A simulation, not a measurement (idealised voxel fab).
Process module in this document: voxel tone inversion
Each square cell in cross-section cut measures 5 nm, and the section as a whole is 275 nm wide.
Cross-section layout: square cells on a grid; listed as bands, top to bottom; a band spans one or more cell rows. For a band, the entry starts with two heights in nm, that of the top and then that of the bottom, and carries on with the band's materials in order from left to right, each alongside its width in nm; the word "throughout" beside a single material means it fills the band edge to edge, and "empty" means empty space. Zero point of the height axis is 0; under it, received wafer = one material. Lowest band: continues down indefinitely, "0 down". The width entry "30->40" should be interpreted row by row: the top row of cells in the band takes the first number, the bottom row takes the second number, and the change between adjacent rows is uniform throughout. You'll sometimes find "remained the same" written for a step, and that's the way of saying that nowhere in the cross-section did a cell change during that step. If an empty space has no open way to the top and is at least 8 cells in size, "Enclosed internal voids" lists it, written width x height at distance, where distance is measured from the left edge and every value is in nm. Note: text after step settings on the step line = simulator remark on that step. overlay nm: mask offset rightward from planned place, masked step; negative means leftward offset.

Intended process steps
1) op RECEIVE | material Si
2) op CONFORMAL_DEP | material SiCN | thk nm 10
3) op DIRECTIONAL_DEP | material polySi | thk nm 15
4) op PATTERN | tone cover | mask id POSTS | material resist | width nm 20 | pitch nm 40 | thk nm 25 | overlay nm 0
5) op DIRECTIONAL_ETCH | etch materials polySi | depth nm 15
6) op STRIP | etch materials resist
7) op FILL_DEP | material lowk | thk nm 10
8) op CMP | height nm 25
9) op STRIP | etch materials polySi
10) op CONFORMAL_DEP | material TiN | thk nm 5
11) op FILL_DEP | material Ru | thk nm 10
12) op CMP | height nm 25
13) op CONFORMAL_DEP | material SiN | thk nm 5

As-received wafer cross-section (after step 1)
0 down  Si throughout
Enclosed internal voids: none

Wafer at module end, in section. Began as above, planned as above, run with one mistake
30 to 25  SiN throughout
25 to 15  lowk 55 nm / TiN 5 nm / Ru 10 nm / TiN 5 nm / lowk 20 nm / TiN 5 nm / Ru 10 nm / TiN 5 nm / lowk 20 nm / TiN 5 nm / Ru 10 nm / TiN 5 nm / lowk 20 nm / TiN 5 nm / Ru 10 nm / TiN 5 nm / lowk 80 nm
15 to 10  lowk 55 nm / TiN 20 nm / lowk 20 nm / TiN 20 nm / lowk 20 nm / TiN 20 nm / lowk 20 nm / TiN 20 nm / lowk 80 nm
10 to 0  SiCN throughout
0 down  Si throughout
Enclosed internal voids: none
It is concluded that the wafer was processed incorrectly with respect to the plan, in that step 4 deviated from plan and actually ran as op PATTERN | tone cover | mask id POSTS | material resist | width nm 20 | pitch nm 40 | thk nm 25 | overlay nm -10
